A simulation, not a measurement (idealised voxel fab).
This is a process module. Its name is voxel transistor to metal.
In the cross-section labelled cut, the width is 210 nm and each square cell is 5 nm.
Reading order for cross-sections: top band down to bottom band. Underlying form: a grid of square cells. Band size: one or more rows of cells.
For a band, the entry starts with two heights in nm, that of the top and then that of the bottom, and carries on with the band's materials in order from left to right, each alongside its width in nm; the word "everywhere" beside a single material means it fills the band edge to edge, and "blank" means empty space.
It should be noted that heights are counted from 0, beneath which the wafer as supplied is of one material throughout, and that the lowest band possesses no lower boundary but continues downward, as written in "0..down".
The expression "30..40" gives the width at the extremes of the band, the first number at its top row of cells and the second at its bottom row, with the width changing by equal amounts from each row to the next in between.
"no modifications" (step): cross-section cells unchanged, all of them.
Closed empty spaces (no open way to the top) of 8 cells or more are what "Closed internal cavities" lists, each as width x height at distance from the left edge, nm for all three.
Anything after a step's settings on that line? It's the simulator's own note about the step.
overlay nm: how far to the right of its planned place the mask lay on this masked step (negative: to the left).
Before/after cross-section pairs, one process step each; after shown to lowest changed band; step and settings beneath. Pairs may be from different runs of this module on the same starting wafer; a pair continues from the one above only where its "State before step" entry says so.

STATE BEFORE STEP
	0..down: Si everywhere
	Closed internal cavities: none

STATE AFTER STEP
	5..0: SiO2 everywhere
	Note: structure below 0 unchanged.
	Closed internal cavities: none
Step that separates the before view from the after view above: CONFORMAL_DEP: material SiO2, thk nm 5

State before step: no separate figure, the pair right above already shows it after its step.

STATE AFTER STEP
	20..5: SiN everywhere
	Note: structure below 5 unchanged.
	Closed internal cavities: none
Step that separates the before view from the after view above: CONFORMAL_DEP: material SiN, thk nm 15

State before step: no separate figure, the pair right above already shows it after its step.

STATE AFTER STEP
	30..20: aC everywhere
	Note: structure below 20 unchanged.
	Closed internal cavities: none
Step that separates the before view from the after view above: DIRECTIONAL_DEP: material aC, thk nm 10

State before step: no separate figure, the pair right above already shows it after its step.

STATE AFTER STEP
	55..30: blank (45) / resist (115) / blank (50)
	Note: structure below 30 unchanged.
	Closed internal cavities: none
Step that separates the before view from the after view above: PATTERN: tone cover, mask id ACTIVE, material resist, width nm 115, thk nm 25, overlay nm 0

State before step: no separate figure, the pair right above already shows it after its step.

STATE AFTER STEP
	45..30: blank (45) / resist (115) / blank (50)
	30..20: blank (45) / aC (115) / blank (50)
	Note: structure below 20 unchanged.
	Closed internal cavities: none
Step that separates the before view from the after view above: DIRECTIONAL_ETCH: etch materials aC, depth nm 10

State before step: no separate figure, the pair right above already shows it after its step.

STATE AFTER STEP
	30..20: blank (45) / aC (115) / blank (50)
	Note: structure below 20 unchanged.
	Closed internal cavities: none
Step that separates the before view from the after view above: STRIP: etch materials resist

State before step: no separate figure, the pair right above already shows it after its step.

STATE AFTER STEP
	30..20: blank (45) / aC (115) / blank (50)
	20..5: blank (45) / SiN (115) / blank (50)
	Note: structure below 5 unchanged.
	Closed internal cavities: none
Step that separates the before view from the after view above: DIRECTIONAL_ETCH: etch materials SiN, depth nm 15

State before step: no separate figure, the pair right above already shows it after its step.

STATE AFTER STEP
	30..20: blank (45) / aC (115) / blank (50)
	20..5: blank (45) / SiN (115) / blank (50)
	5..0: blank (45) / SiO2 (115) / blank (50)
	Note: structure below 0 unchanged.
	Closed internal cavities: none
Step that separates the before view from the after view above: DIRECTIONAL_ETCH: etch materials SiO2, depth nm 5

State before step: no separate figure, the pair right above already shows it after its step.

STATE AFTER STEP
	30..20: blank (45) / aC (115) / blank (50)
	20..5: blank (45) / SiN (115) / blank (50)
	5..0: blank (45) / SiO2 (115) / blank (50)
	0..-20: blank (45) / Si (115) / blank (50)
	Note: structure below -20 unchanged.
	Closed internal cavities: none
Step that separates the before view from the after view above: DIRECTIONAL_ETCH: etch materials Si, depth nm 20

State before step: no separate figure, the pair right above already shows it after its step.

STATE AFTER STEP
	20..5: blank (45) / SiN (115) / blank (50)
	Note: structure below 5 unchanged.
	Closed internal cavities: none
Step that separates the before view from the after view above: STRIP: etch materials aC

State before step: no separate figure, the pair right above already shows it after its step.

STATE AFTER STEP
	20..5: blank (45) / SiN (115) / blank (50)
	5..0: blank (45) / SiO2 (115) / blank (50)
	0..-20: blank (45) / SiO2 (5) / Si (105) / SiO2 (5) / blank (50)
	-20..-25: SiO2 (50) / Si (105) / SiO2 (55)
	Note: structure below -25 unchanged.
	Closed internal cavities: none
Step that separates the before view from the after view above: OXIDIZE: depth nm 5

State before step: no separate figure, the pair right above already shows it after its step.

STATE AFTER STEP
	35..20: SiO2 everywhere
	20..5: SiO2 (45) / SiN (115) / SiO2 (50)
	5..0: SiO2 everywhere
	0..-25: SiO2 (50) / Si (105) / SiO2 (55)
	Note: structure below -25 unchanged.
	Closed internal cavities: none
Step that separates the before view from the after view above: FILL_DEP: material SiO2, thk nm 15

State before step: no separate figure, the pair right above already shows it after its step.

STATE AFTER STEP
	20..5: SiO2 (45) / SiN (115) / SiO2 (50)
	Note: structure below 5 unchanged.
	Closed internal cavities: none
Step that separates the before view from the after view above: CMP: height nm 20

State before step: no separate figure, the pair right above already shows it after its step.

STATE AFTER STEP
	20..5: blank (45) / SiN (115) / blank (50)
	Note: structure below 5 unchanged.
	Closed internal cavities: none
Step that separates the before view from the after view above: SELECTIVE_ETCH: etch materials SiO2, depth nm 15

State before step: no separate figure, the pair right above already shows it after its step.

STATE AFTER STEP
	5..0: SiO2 everywhere
	Note: structure below 0 unchanged.
	Closed internal cavities: none
Step that separates the before view from the after view above: STRIP: etch materials SiN

State before step: no separate figure, the pair right above already shows it after its step.

STATE AFTER STEP
	0..-25: SiO2 (50) / Si (105) / SiO2 (55)
	Note: structure below -25 unchanged.
	Closed internal cavities: none
Step that separates the before view from the after view above: SELECTIVE_ETCH: etch materials SiO2, depth nm 5

State before step: no separate figure, the pair right above already shows it after its step.

STATE AFTER STEP
	0..-5: SiO2 everywhere
	Note: structure below -5 unchanged.
	Closed internal cavities: none
Step that separates the before view from the after view above: OXIDIZE: depth nm 5

State before step: no separate figure, the pair right above already shows it after its step.

STATE AFTER STEP
	30..0: polySi everywhere
	Note: structure below 0 unchanged.
	Closed internal cavities: none
Step that separates the before view from the after view above: DIRECTIONAL_DEP: material polySi, thk nm 30

State before step: no separate figure, the pair right above already shows it after its step.

STATE AFTER STEP
	40..30: SiCN everywhere
	Note: structure below 30 unchanged.
	Closed internal cavities: none
Step that separates the before view from the after view above: DIRECTIONAL_DEP: material SiCN, thk nm 10

State before step: no separate figure, the pair right above already shows it after its step.

STATE AFTER STEP
	60..40: blank (90) / resist (25) / blank (95)
	Note: structure below 40 unchanged.
	Closed internal cavities: none
Step that separates the before view from the after view above: PATTERN: tone cover, mask id GATE, material resist, width nm 25, thk nm 20, overlay nm 0

State before step: no separate figure, the pair right above already shows it after its step.

STATE AFTER STEP
	60..40: blank (90) / resist (25) / blank (95)
	40..30: blank (90) / SiCN (25) / blank (95)
	Note: structure below 30 unchanged.
	Closed internal cavities: none
Step that separates the before view from the after view above: DIRECTIONAL_ETCH: etch materials SiCN, depth nm 20

State before step: no separate figure, the pair right above already shows it after its step.

STATE AFTER STEP
	60..40: blank (90) / resist (25) / blank (95)
	40..30: blank (90) / SiCN (25) / blank (95)
	30..0: blank (90) / polySi (25) / blank (95)
	Note: structure below 0 unchanged.
	Closed internal cavities: none
Step that separates the before view from the after view above: DIRECTIONAL_ETCH: etch materials polySi, depth nm 40

State before step: no separate figure, the pair right above already shows it after its step.

STATE AFTER STEP
	40..30: blank (90) / SiCN (25) / blank (95)
	Note: structure below 30 unchanged.
	Closed internal cavities: none
Step that separates the before view from the after view above: STRIP: etch materials resist

State before step: no separate figure, the pair right above already shows it after its step.

STATE AFTER STEP
	45..40: blank (85) / SiO2 (35) / blank (90)
	40..30: blank (85) / SiO2 (5) / SiCN (25) / SiO2 (5) / blank (90)
	30..5: blank (85) / SiO2 (5) / polySi (25) / SiO2 (5) / blank (90)
	5..0: SiO2 (90) / polySi (25) / SiO2 (95)
	Note: structure below 0 unchanged.
	Closed internal cavities: none
Step that separates the before view from the after view above: CONFORMAL_DEP: material SiO2, thk nm 5

State before step: no separate figure, the pair right above already shows it after its step.

STATE AFTER STEP
	40..30: blank (85) / SiO2 (5) / SiCN (25) / SiO2 (5) / blank (90)
	30..0: blank (85) / SiO2 (5) / polySi (25) / SiO2 (5) / blank (90)
	Note: structure below 0 unchanged.
	Closed internal cavities: none
Step that separates the before view from the after view above: DIRECTIONAL_ETCH: etch materials SiO2, depth nm 5

State before step: no separate figure, the pair right above already shows it after its step.

STATE AFTER STEP
	45..40: blank (80) / SiN (45) / blank (85)
	40..30: blank (80) / SiN (5) / SiO2 (5) / SiCN (25) / SiO2 (5) / SiN (5) / blank (85)
	30..5: blank (80) / SiN (5) / SiO2 (5) / polySi (25) / SiO2 (5) / SiN (5) / blank (85)
	5..0: SiN (85) / SiO2 (5) / polySi (25) / SiO2 (5) / SiN (90)
	Note: structure below 0 unchanged.
	Closed internal cavities: none
Step that separates the before view from the after view above: CONFORMAL_DEP: material SiN, thk nm 5

State before step: no separate figure, the pair right above already shows it after its step.

STATE AFTER STEP
	40..30: blank (80) / SiN (5) / SiO2 (5) / SiCN (25) / SiO2 (5) / SiN (5) / blank (85)
	30..0: blank (80) / SiN (5) / SiO2 (5) / polySi (25) / SiO2 (5) / SiN (5) / blank (85)
	Note: structure below 0 unchanged.
	Closed internal cavities: none
Step that separates the before view from the after view above: DIRECTIONAL_ETCH: etch materials SiN, depth nm 5

State before step: no separate figure, the pair right above already shows it after its step.

STATE AFTER STEP
	40..35: blank (80) / SiN (5) / blank (5) / SiCN (25) / blank (5) / SiN (5) / blank (85)
	35..30: blank (80) / SiN (5) / SiO2 (5) / SiCN (25) / SiO2 (5) / SiN (5) / blank (85)
	30..0: blank (80) / SiN (5) / SiO2 (5) / polySi (25) / SiO2 (5) / SiN (5) / blank (85)
	0..-5: blank (80) / SiO2 (45) / blank (85)
	Note: structure below -5 unchanged.
	Closed internal cavities: none
Step that separates the before view from the after view above: DIRECTIONAL_ETCH: etch materials SiO2, depth nm 5

State before step: no separate figure, the pair right above already shows it after its step.

STATE AFTER STEP
	40..35: blank (80) / SiN (5) / blank (5) / SiCN (25) / blank (5) / SiN (5) / blank (85)
	35..30: blank (80) / SiN (5) / SiO2 (5) / SiCN (25) / SiO2 (5) / SiN (5) / blank (85)
	30..0: blank (80) / SiN (5) / SiO2 (5) / polySi (25) / SiO2 (5) / SiN (5) / blank (85)
	0..-5: blank (45) / SiGe (35) / SiO2 (45) / SiGe (35) / blank (50)
	Note: structure below -5 unchanged.
	Closed internal cavities: none
Step that separates the before view from the after view above: EPI: material SiGe, thk nm 5

State before step: no separate figure, the pair right above already shows it after its step.

STATE AFTER STEP
	50..40: SiO2 everywhere
	40..30: SiO2 (80) / SiN (5) / SiO2 (5) / SiCN (25) / SiO2 (5) / SiN (5) / SiO2 (85)
	30..0: SiO2 (80) / SiN (5) / SiO2 (5) / polySi (25) / SiO2 (5) / SiN (5) / SiO2 (85)
	0..-5: SiO2 (45) / SiGe (35) / SiO2 (45) / SiGe (35) / SiO2 (50)
	Note: structure below -5 unchanged.
	Closed internal cavities: none
Step that separates the before view from the after view above: FILL_DEP: material SiO2, thk nm 10

State before step: no separate figure, the pair right above already shows it after its step.

STATE AFTER STEP
	40..30: SiO2 (80) / SiN (5) / SiO2 (5) / SiCN (25) / SiO2 (5) / SiN (5) / SiO2 (85)
	Note: structure below 30 unchanged.
	Closed internal cavities: none
Step that separates the before view from the after view above: CMP: height nm 40

State before step: no separate figure, the pair right above already shows it after its step.

STATE AFTER STEP
	50..40: SiO2 everywhere
	Note: structure below 40 unchanged.
	Closed internal cavities: none
Step that separates the before view from the after view above: DIRECTIONAL_DEP: material SiO2, thk nm 10

State before step: no separate figure, the pair right above already shows it after its step.

STATE AFTER STEP
	50..40: SiO2 (55) / blank (30) / SiO2 (35) / blank (30) / SiO2 (60)
	40..30: SiO2 (55) / blank (25) / SiN (5) / SiO2 (5) / SiCN (25) / SiO2 (5) / SiN (5) / blank (25) / SiO2 (60)
	30..0: SiO2 (55) / blank (25) / SiN (5) / SiO2 (5) / polySi (25) / SiO2 (5) / SiN (5) / blank (25) / SiO2 (60)
	Note: structure below 0 unchanged.
	Closed internal cavities: none
Step that separates the before view from the after view above: MASKED_ETCH: tone open, mask id CONTACT, width nm 30, pitch nm 65, etch materials SiO2, depth nm 50, overlay nm 0

State before step: no separate figure, the pair right above already shows it after its step.

STATE AFTER STEP
	55..50: TiN (60) / blank (20) / TiN (45) / blank (20) / TiN (65)
	50..40: SiO2 (55) / TiN (5) / blank (20..15) / TiN (5..10) / SiO2 (35) / TiN (5..10) / blank (20..15) / TiN (5) / SiO2 (60)
	40..30: SiO2 (55) / TiN (5) / blank (15) / TiN (5) / SiN (5) / SiO2 (5) / SiCN (25) / SiO2 (5) / SiN (5) / TiN (5) / blank (15) / TiN (5) / SiO2 (60)
	30..5: SiO2 (55) / TiN (5) / blank (15) / TiN (5) / SiN (5) / SiO2 (5) / polySi (25) / SiO2 (5) / SiN (5) / TiN (5) / blank (15) / TiN (5) / SiO2 (60)
	5..0: SiO2 (55) / TiN (25) / SiN (5) / SiO2 (5) / polySi (25) / SiO2 (5) / SiN (5) / TiN (25) / SiO2 (60)
	Note: structure below 0 unchanged.
	Closed internal cavities: none
Step that separates the before view from the after view above: CONFORMAL_DEP: material TiN, thk nm 5

State before step: no separate figure, the pair right above already shows it after its step.

STATE AFTER STEP
	65..55: W everywhere
	55..50: TiN (60) / W (20) / TiN (45) / W (20) / TiN (65)
	50..40: SiO2 (55) / TiN (5) / W (20..15) / TiN (5..10) / SiO2 (35) / TiN (5..10) / W (20..15) / TiN (5) / SiO2 (60)
	40..30: SiO2 (55) / TiN (5) / W (15) / TiN (5) / SiN (5) / SiO2 (5) / SiCN (25) / SiO2 (5) / SiN (5) / TiN (5) / W (15) / TiN (5) / SiO2 (60)
	30..5: SiO2 (55) / TiN (5) / W (15) / TiN (5) / SiN (5) / SiO2 (5) / polySi (25) / SiO2 (5) / SiN (5) / TiN (5) / W (15) / TiN (5) / SiO2 (60)
	Note: structure below 5 unchanged.
	Closed internal cavities: none
Step that separates the before view from the after view above: FILL_DEP: material W, thk nm 10

State before step: no separate figure, the pair right above already shows it after its step.

STATE AFTER STEP
	50..40: SiO2 (55) / TiN (5) / W (20..15) / TiN (5..10) / SiO2 (35) / TiN (5..10) / W (20..15) / TiN (5) / SiO2 (60)
	Note: structure below 40 unchanged.
	Closed internal cavities: none
Step that separates the before view from the after view above: CMP: height nm 50

State before step: no separate figure, the pair right above already shows it after its step.

STATE AFTER STEP
	55..50: SiN everywhere
	Note: structure below 50 unchanged.
	Closed internal cavities: none
Step that separates the before view from the after view above: CONFORMAL_DEP: material SiN, thk nm 5

State before step: no separate figure, the pair right above already shows it after its step.

STATE AFTER STEP
	75..55: SiO2 everywhere
	Note: structure below 55 unchanged.
	Closed internal cavities: none
Step that separates the before view from the after view above: DIRECTIONAL_DEP: material SiO2, thk nm 20

State before step: no separate figure, the pair right above already shows it after its step.

STATE AFTER STEP
	75..55: SiO2 (55) / blank (15) / SiO2 (65) / blank (15) / SiO2 (60)
	Note: structure below 55 unchanged.
	Closed internal cavities: none
Step that separates the before view from the after view above: MASKED_ETCH: tone open, mask id METAL_1, width nm 15, pitch nm 80, etch materials SiO2, depth nm 20, overlay nm 0

State before step: no separate figure, the pair right above already shows it after its step.

STATE AFTER STEP
	75..55: SiO2 (55) / blank (15) / SiO2 (65) / blank (15) / SiO2 (60)
	55..50: SiN (55) / blank (15) / SiN (65) / blank (15) / SiN (60)
	Note: structure below 50 unchanged.
	Closed internal cavities: none
Step that separates the before view from the after view above: MASKED_ETCH: tone open, mask id METAL_1, width nm 15, pitch nm 80, etch materials SiN, depth nm 5, overlay nm 0

State before step: no separate figure, the pair right above already shows it after its step.

STATE AFTER STEP
	80..75: TiN (60) / blank (5) / TiN (75) / blank (5) / TiN (65)
	75..55: SiO2 (55) / TiN (5) / blank (5) / TiN (5) / SiO2 (65) / TiN (5) / blank (5) / TiN (5) / SiO2 (60)
	55..50: SiN (55) / TiN (15) / SiN (65) / TiN (15) / SiN (60)
	Note: structure below 50 unchanged.
	Closed internal cavities: none
Step that separates the before view from the after view above: CONFORMAL_DEP: material TiN, thk nm 5

State before step: no separate figure, the pair right above already shows it after its step.

STATE AFTER STEP
	90..80: W everywhere
	80..75: TiN (60) / W (5) / TiN (75) / W (5) / TiN (65)
	75..55: SiO2 (55) / TiN (5) / W (5) / TiN (5) / SiO2 (65) / TiN (5) / W (5) / TiN (5) / SiO2 (60)
	Note: structure below 55 unchanged.
	Closed internal cavities: none
Step that separates the before view from the after view above: FILL_DEP: material W, thk nm 10

State before step: no separate figure, the pair right above already shows it after its step.

STATE AFTER STEP
	75..55: SiO2 (55) / TiN (5) / W (5) / TiN (5) / SiO2 (65) / TiN (5) / W (5) / TiN (5) / SiO2 (60)
	Note: structure below 55 unchanged.
	Closed internal cavities: none
Step that separates the before view from the after view above: CMP: height nm 75

State before step: no separate figure, the pair right above already shows it after its step.

STATE AFTER STEP
	80..75: blank (50) / Ru (25) / blank (55) / Ru (25) / blank (55)
	Note: structure below 75 unchanged.
	Closed internal cavities: none
Step that separates the before view from the after view above: EPI: material Ru, thk nm 5

State before step: no separate figure, the pair right above already shows it after its step.

STATE AFTER STEP
	85..80: SiCN everywhere
	80..75: SiCN (50) / Ru (25) / SiCN (55) / Ru (25) / SiCN (55)
	Note: structure below 75 unchanged.
	Closed internal cavities: none
Step that separates the before view from the after view above: FILL_DEP: material SiCN, thk nm 5

STATE BEFORE STEP
	65..55: W everywhere
	55..50: TiN (60) / W (20) / TiN (45) / W (20) / TiN (65)
	50..40: SiO2 (55) / TiN (5) / W (20..15) / TiN (5..10) / SiO2 (35) / TiN (5..10) / W (20..15) / TiN (5) / SiO2 (60)
	40..30: SiO2 (55) / TiN (5) / W (15) / TiN (5) / SiN (5) / SiO2 (5) / SiCN (25) / SiO2 (5) / SiN (5) / TiN (5) / W (15) / TiN (5) / SiO2 (60)
	30..5: SiO2 (55) / TiN (5) / W (15) / TiN (5) / SiN (5) / SiO2 (5) / polySi (25) / SiO2 (5) / SiN (5) / TiN (5) / W (15) / TiN (5) / SiO2 (60)
	5..0: SiO2 (55) / TiN (25) / SiN (5) / SiO2 (5) / polySi (25) / SiO2 (5) / SiN (5) / TiN (25) / SiO2 (60)
	0..-5: SiO2 (45) / SiGe (35) / SiO2 (45) / SiGe (35) / SiO2 (50)
	-5..-25: SiO2 (50) / Si (105) / SiO2 (55)
	-25..down: Si everywhere
	Closed internal cavities: none

STATE AFTER STEP
	70..65: SiN everywhere
	Note: structure below 65 unchanged.
	Closed internal cavities: none
Step that separates the before view from the after view above: CONFORMAL_DEP: material SiN, thk nm 5

State before step: no separate figure, the pair right above already shows it after its step.

STATE AFTER STEP
	90..70: SiO2 everywhere
	Note: structure below 70 unchanged.
	Closed internal cavities: none
Step that separates the before view from the after view above: DIRECTIONAL_DEP: material SiO2, thk nm 20

State before step: no separate figure, the pair right above already shows it after its step.

STATE AFTER STEP
	90..70: SiO2 (55) / blank (15) / SiO2 (65) / blank (15) / SiO2 (60)
	Note: structure below 70 unchanged.
	Closed internal cavities: none
Step that separates the before view from the after view above: MASKED_ETCH: tone open, mask id METAL_1, width nm 15, pitch nm 80, etch materials SiO2, depth nm 20, overlay nm 0

State before step: no separate figure, the pair right above already shows it after its step.

STATE AFTER STEP
	90..70: SiO2 (55) / blank (15) / SiO2 (65) / blank (15) / SiO2 (60)
	70..65: SiN (55) / blank (15) / SiN (65) / blank (15) / SiN (60)
	Note: structure below 65 unchanged.
	Closed internal cavities: none
Step that separates the before view from the after view above: MASKED_ETCH: tone open, mask id METAL_1, width nm 15, pitch nm 80, etch materials SiN, depth nm 5, overlay nm 0

State before step: no separate figure, the pair right above already shows it after its step.

STATE AFTER STEP
	95..90: TiN (60) / blank (5) / TiN (75) / blank (5) / TiN (65)
	90..70: SiO2 (55) / TiN (5) / blank (5) / TiN (5) / SiO2 (65) / TiN (5) / blank (5) / TiN (5) / SiO2 (60)
	70..65: SiN (55) / TiN (15) / SiN (65) / TiN (15) / SiN (60)
	Note: structure below 65 unchanged.
	Closed internal cavities: none
Step that separates the before view from the after view above: CONFORMAL_DEP: material TiN, thk nm 5

State before step: no separate figure, the pair right above already shows it after its step.

STATE AFTER STEP
	105..95: W everywhere
	95..90: TiN (60) / W (5) / TiN (75) / W (5) / TiN (65)
	90..70: SiO2 (55) / TiN (5) / W (5) / TiN (5) / SiO2 (65) / TiN (5) / W (5) / TiN (5) / SiO2 (60)
	Note: structure below 70 unchanged.
	Closed internal cavities: none
Step that separates the before view from the after view above: FILL_DEP: material W, thk nm 10

State before step: no separate figure, the pair right above already shows it after its step.

STATE AFTER STEP
	75..70: SiO2 (55) / TiN (5) / W (5) / TiN (5) / SiO2 (65) / TiN (5) / W (5) / TiN (5) / SiO2 (60)
	Note: structure below 70 unchanged.
	Closed internal cavities: none
Step that separates the before view from the after view above: CMP: height nm 75

State before step: no separate figure, the pair right above already shows it after its step.

STATE AFTER STEP
	80..75: blank (50) / Ru (25) / blank (55) / Ru (25) / blank (55)
	Note: structure below 75 unchanged.
	Closed internal cavities: none
Step that separates the before view from the after view above: EPI: material Ru, thk nm 5

State before step: no separate figure, the pair right above already shows it after its step.

STATE AFTER STEP
	85..80: SiCN everywhere
	80..75: SiCN (50) / Ru (25) / SiCN (55) / Ru (25) / SiCN (55)
	Note: structure below 75 unchanged.
	Closed internal cavities: none
Step that separates the before view from the after view above: FILL_DEP: material SiCN, thk nm 5

STATE BEFORE STEP
	20..5: blank (45) / SiN (115) / blank (50)
	5..0: SiO2 everywhere
	0..-25: SiO2 (50) / Si (105) / SiO2 (55)
	-25..down: Si everywhere
	Closed internal cavities: none

STATE AFTER STEP
	20..5: blank (45) / SiN (115) / blank (50)
	5..0: blank (60) / SiO2 (85) / blank (65)
	0..-10: blank (50) / Si (105) / blank (55)
	Note: structure below -10 unchanged.
	Closed internal cavities: none
Step that separates the before view from the after view above: SELECTIVE_ETCH: etch materials SiO2, depth nm 15

State before step: no separate figure, the pair right above already shows it after its step.

STATE AFTER STEP
	5..0: blank (60) / SiO2 (85) / blank (65)
	Note: structure below 0 unchanged.
	Closed internal cavities: none
Step that separates the before view from the after view above: STRIP: etch materials SiN

State before step: no separate figure, the pair right above already shows it after its step.

STATE AFTER STEP
	0..-15: blank (50) / Si (105) / blank (55)
	Note: structure below -15 unchanged.
	Closed internal cavities: none
Step that separates the before view from the after view above: SELECTIVE_ETCH: etch materials SiO2, depth nm 5

State before step: no separate figure, the pair right above already shows it after its step.

STATE AFTER STEP
	0..-5: blank (50) / SiO2 (105) / blank (55)
	-5..-15: blank (50) / SiO2 (5) / Si (95) / SiO2 (5) / blank (55)
	-15..-25: SiO2 (55..50) / Si (95..105) / SiO2 (60..55)
	Note: structure below -25 unchanged.
	Closed internal cavities: none
Step that separates the before view from the after view above: OXIDIZE: depth nm 5

State before step: no separate figure, the pair right above already shows it after its step.

STATE AFTER STEP
	30..15: blank (50) / polySi (105) / blank (55)
	15..0: polySi everywhere
	0..-5: polySi (50) / SiO2 (105) / polySi (55)
	-5..-15: polySi (50) / SiO2 (5) / Si (95) / SiO2 (5) / polySi (55)
	Note: structure below -15 unchanged.
	Closed internal cavities: none
Step that separates the before view from the after view above: DIRECTIONAL_DEP: material polySi, thk nm 30

State before step: no separate figure, the pair right above already shows it after its step.

STATE AFTER STEP
	40..30: blank (50) / SiCN (105) / blank (55)
	30..25: blank (50) / polySi (105) / blank (55)
	25..15: SiCN (50) / polySi (105) / SiCN (55)
	Note: structure below 15 unchanged.
	Closed internal cavities: none
Step that separates the before view from the after view above: DIRECTIONAL_DEP: material SiCN, thk nm 10

State before step: no separate figure, the pair right above already shows it after its step.

STATE AFTER STEP
	60..40: blank (90) / resist (25) / blank (95)
	Note: structure below 40 unchanged.
	Closed internal cavities: none
Step that separates the before view from the after view above: PATTERN: tone cover, mask id GATE, material resist, width nm 25, thk nm 20, overlay nm 0

State before step: no separate figure, the pair right above already shows it after its step.

STATE AFTER STEP
	60..40: blank (90) / resist (25) / blank (95)
	40..30: blank (90) / SiCN (25) / blank (95)
	30..15: blank (50) / polySi (105) / blank (55)
	Note: structure below 15 unchanged.
	Closed internal cavities: none
Step that separates the before view from the after view above: DIRECTIONAL_ETCH: etch materials SiCN, depth nm 20

State before step: no separate figure, the pair right above already shows it after its step.

STATE AFTER STEP
	60..40: blank (90) / resist (25) / blank (95)
	40..30: blank (90) / SiCN (25) / blank (95)
	30..0: blank (90) / polySi (25) / blank (95)
	0..-5: blank (50) / SiO2 (105) / blank (55)
	-5..-15: blank (50) / SiO2 (5) / Si (95) / SiO2 (5) / blank (55)
	Note: structure below -15 unchanged.
	Closed internal cavities: none
Step that separates the before view from the after view above: DIRECTIONAL_ETCH: etch materials polySi, depth nm 40

State before step: no separate figure, the pair right above already shows it after its step.

STATE AFTER STEP
	40..30: blank (90) / SiCN (25) / blank (95)
	Note: structure below 30 unchanged.
	Closed internal cavities: none
Step that separates the before view from the after view above: STRIP: etch materials resist

State before step: no separate figure, the pair right above already shows it after its step.

STATE AFTER STEP
	45..40: blank (85) / SiO2 (35) / blank (90)
	40..30: blank (85) / SiO2 (5) / SiCN (25) / SiO2 (5) / blank (90)
	30..5: blank (85) / SiO2 (5) / polySi (25) / SiO2 (5) / blank (90)
	5..0: blank (45) / SiO2 (45) / polySi (25) / SiO2 (45) / blank (50)
	0..-5: blank (45) / SiO2 (115) / blank (50)
	-5..-10: blank (45) / SiO2 (10) / Si (95) / SiO2 (10) / blank (50)
	-10..-20: SiO2 (55) / Si (95) / SiO2 (60)
	Note: structure below -20 unchanged.
	Closed internal cavities: none
Step that separates the before view from the after view above: CONFORMAL_DEP: material SiO2, thk nm 5

State before step: no separate figure, the pair right above already shows it after its step.

STATE AFTER STEP
	40..30: blank (85) / SiO2 (5) / SiCN (25) / SiO2 (5) / blank (90)
	30..0: blank (85) / SiO2 (5) / polySi (25) / SiO2 (5) / blank (90)
	0..-5: blank (45) / SiO2 (115) / blank (50)
	-5..-15: blank (45) / SiO2 (10) / Si (95) / SiO2 (10) / blank (50)
	Note: structure below -15 unchanged.
	Closed internal cavities: none
Step that separates the before view from the after view above: DIRECTIONAL_ETCH: etch materials SiO2, depth nm 5

State before step: no separate figure, the pair right above already shows it after its step.

STATE AFTER STEP
	45..40: blank (80) / SiN (45) / blank (85)
	40..30: blank (80) / SiN (5) / SiO2 (5) / SiCN (25) / SiO2 (5) / SiN (5) / blank (85)
	30..5: blank (80) / SiN (5) / SiO2 (5) / polySi (25) / SiO2 (5) / SiN (5) / blank (85)
	5..0: blank (40) / SiN (45) / SiO2 (5) / polySi (25) / SiO2 (5) / SiN (45) / blank (45)
	0..-5: blank (40) / SiN (5) / SiO2 (115) / SiN (5) / blank (45)
	-5..-10: blank (40) / SiN (5) / SiO2 (10) / Si (95) / SiO2 (10) / SiN (5) / blank (45)
	-10..-15: SiN (45) / SiO2 (10) / Si (95) / SiO2 (10) / SiN (50)
	Note: structure below -15 unchanged.
	Closed internal cavities: none
Step that separates the before view from the after view above: CONFORMAL_DEP: material SiN, thk nm 5

State before step: no separate figure, the pair right above already shows it after its step.

STATE AFTER STEP
	40..30: blank (80) / SiN (5) / SiO2 (5) / SiCN (25) / SiO2 (5) / SiN (5) / blank (85)
	30..0: blank (80) / SiN (5) / SiO2 (5) / polySi (25) / SiO2 (5) / SiN (5) / blank (85)
	0..-5: blank (40) / SiN (5) / SiO2 (115) / SiN (5) / blank (45)
	-5..-15: blank (40) / SiN (5) / SiO2 (10) / Si (95) / SiO2 (10) / SiN (5) / blank (45)
	Note: structure below -15 unchanged.
	Closed internal cavities: none
Step that separates the before view from the after view above: DIRECTIONAL_ETCH: etch materials SiN, depth nm 5

State before step: no separate figure, the pair right above already shows it after its step.

STATE AFTER STEP
	40..35: blank (80) / SiN (5) / blank (5) / SiCN (25) / blank (5) / SiN (5) / blank (85)
	35..30: blank (80) / SiN (5) / SiO2 (5) / SiCN (25) / SiO2 (5) / SiN (5) / blank (85)
	30..0: blank (80) / SiN (5) / SiO2 (5) / polySi (25) / SiO2 (5) / SiN (5) / blank (85)
	0..-5: blank (40) / SiN (5) / blank (35) / SiO2 (45) / blank (35) / SiN (5) / blank (45)
	-5..-15: blank (40) / SiN (5) / SiO2 (10) / Si (95) / SiO2 (10) / SiN (5) / blank (45)
	-15..-20: blank (40) / SiO2 (15) / Si (95) / SiO2 (15) / blank (45)
	Note: structure below -20 unchanged.
	Closed internal cavities: none
Step that separates the before view from the after view above: DIRECTIONAL_ETCH: etch materials SiO2, depth nm 5

State before step: no separate figure, the pair right above already shows it after its step.

STATE AFTER STEP
	40..35: blank (80) / SiN (5) / blank (5) / SiCN (25) / blank (5) / SiN (5) / blank (85)
	35..30: blank (80) / SiN (5) / SiO2 (5) / SiCN (25) / SiO2 (5) / SiN (5) / blank (85)
	30..0: blank (80) / SiN (5) / SiO2 (5) / polySi (25) / SiO2 (5) / SiN (5) / blank (85)
	0..-5: blank (40) / SiN (5) / blank (5) / SiGe (30) / SiO2 (45) / SiGe (30) / blank (5) / SiN (5) / blank (45)
	Note: structure below -5 unchanged.
	Closed internal cavities: none
Step that separates the before view from the after view above: EPI: material SiGe, thk nm 5

State before step: no separate figure, the pair right above already shows it after its step.

STATE AFTER STEP
	50..40: SiO2 everywhere
	40..30: SiO2 (80) / SiN (5) / SiO2 (5) / SiCN (25) / SiO2 (5) / SiN (5) / SiO2 (85)
	30..0: SiO2 (80) / SiN (5) / SiO2 (5) / polySi (25) / SiO2 (5) / SiN (5) / SiO2 (85)
	0..-5: SiO2 (40) / SiN (5) / SiO2 (5) / SiGe (30) / SiO2 (45) / SiGe (30) / SiO2 (5) / SiN (5) / SiO2 (45)
	-5..-15: SiO2 (40) / SiN (5) / SiO2 (10) / Si (95) / SiO2 (10) / SiN (5) / SiO2 (45)
	-15..-25: SiO2 (55..50) / Si (95..105) / SiO2 (60..55)
	Note: structure below -25 unchanged.
	Closed internal cavities: none
Step that separates the before view from the after view above: FILL_DEP: material SiO2, thk nm 10
